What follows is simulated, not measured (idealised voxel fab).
This is a process module. Its name is voxel fin reveal.
Cross-section cut: width 160 nm, square cells of 5 nm.
Think of the cross-section as a grid of square cells. We describe it in bands, top to bottom, and each band covers one or more rows of those cells. A band entry consists of two parts. The first gives the height of the band's top and the height of its bottom, in nm. The rest lists the band's materials from left to right, each with its width in nm. A single material labelled with the word "throughout" fills the band from edge to edge, and the word "air" marks empty space. Heights are reckoned from 0. Under this level, the received wafer is all of one material. The bottommost band is open-ended downward, for example "from 0 down". Think of "30..40" as a width that walks from the first number to the second as you go down the band, top row to bottom row, taking equal-sized steps from row to row. "left unchanged", as given for a step, is the statement that not any cell of the cross-section underwent a change during that step. "Voids, enclosed": empty spaces of 8 cells or more with no open way to the top, each given as width x height at distance, distance from the left edge, all in nm. Formally, on a step line, whatever follows the settings is a remark that the simulator itself makes on the step. The setting "overlay nm" may be written on the line of a step. When the step uses a mask, the value reports how far to the right of the planned place the mask lay, and a negative value reports that it lay to the left.

[Process steps foreseen in the plan]
1 RECEIVE: material Si
2 CONFORMAL_DEP: material SiN, thk nm 5
3 MASKED_ETCH: tone cover, mask id FINS, width nm 15, pitch nm 45, etch materials SiN, depth nm 5, overlay nm 0
4 MASKED_ETCH: tone cover, mask id FINS, width nm 15, pitch nm 45, etch materials Si, depth nm 30, overlay nm -15
5 OXIDIZE: depth nm 5
6 FILL_DEP: material SiO2, thk nm 10
7 CMP: height nm 5
8 SELECTIVE_ETCH: etch materials SiO2, depth nm 25
9 STRIP: etch materials SiN
10 CONFORMAL_DEP: material SiO2, thk nm 5
Where the wafers of this document differ is in the overlay nm of step 4; they start out the same, and the plan states the value that applied to the first wafer.

[first wafer as received, after step 1]
- from 0 down = Si throughout
- Voids, enclosed: none

[Cross-section after step 10, the final step of the module, for the first of several wafers]
- from 5 to 0 = air (50); SiO2 (15); air (30); SiO2 (15); air (50)
- from 0 to -5 = air (35); SiO2 (20); Si (5); SiO2 (5); air (15); SiO2 (20); Si (5); SiO2 (5); air (50)
- from -5 to -15 = air (35); SiO2 (5); Si (20); SiO2 (5); air (15); SiO2 (5); Si (20); SiO2 (5); air (50)
- from -15 to -35 = SiO2 (40); Si (20); SiO2 (25); Si (20); SiO2 (55)
- from -35 down = Si throughout
- Voids, enclosed: none

[Final wafer of several, shown in cross-section at the end of the module]
- from 5 to 0 = air (50); SiO2 (15); air (30); SiO2 (15); air (50)
- from 0 to -5 = air (50); SiO2 (5); Si (5); SiO2 (20); air (15); SiO2 (5); Si (5); SiO2 (20); air (35)
- from -5 to -15 = air (50); SiO2 (5); Si (20); SiO2 (5); air (15); SiO2 (5); Si (20); SiO2 (5); air (35)
- from -15 to -35 = SiO2 (55); Si (20); SiO2 (25); Si (20); SiO2 (40)
- from -35 down = Si throughout
- Voids, enclosed: none

[each wafer at the end: cells of each material gained (+) or lost (-) since it was received, then its closed voids]
overlay nm -15, -174 Si, +120 SiO2, Voids, enclosed: none
overlay nm -10, -186 Si, +126 SiO2, Voids, enclosed: none
overlay nm -5, -198 Si, +132 SiO2, Voids, enclosed: none
overlay nm 0, -210 Si, +138 SiO2, Voids, enclosed: none
overlay nm 5, -198 Si, +132 SiO2, Voids, enclosed: none
overlay nm 10, -186 Si, +126 SiO2, Voids, enclosed: none
overlay nm 15, -174 Si, +120 SiO2, Voids, enclosed: none
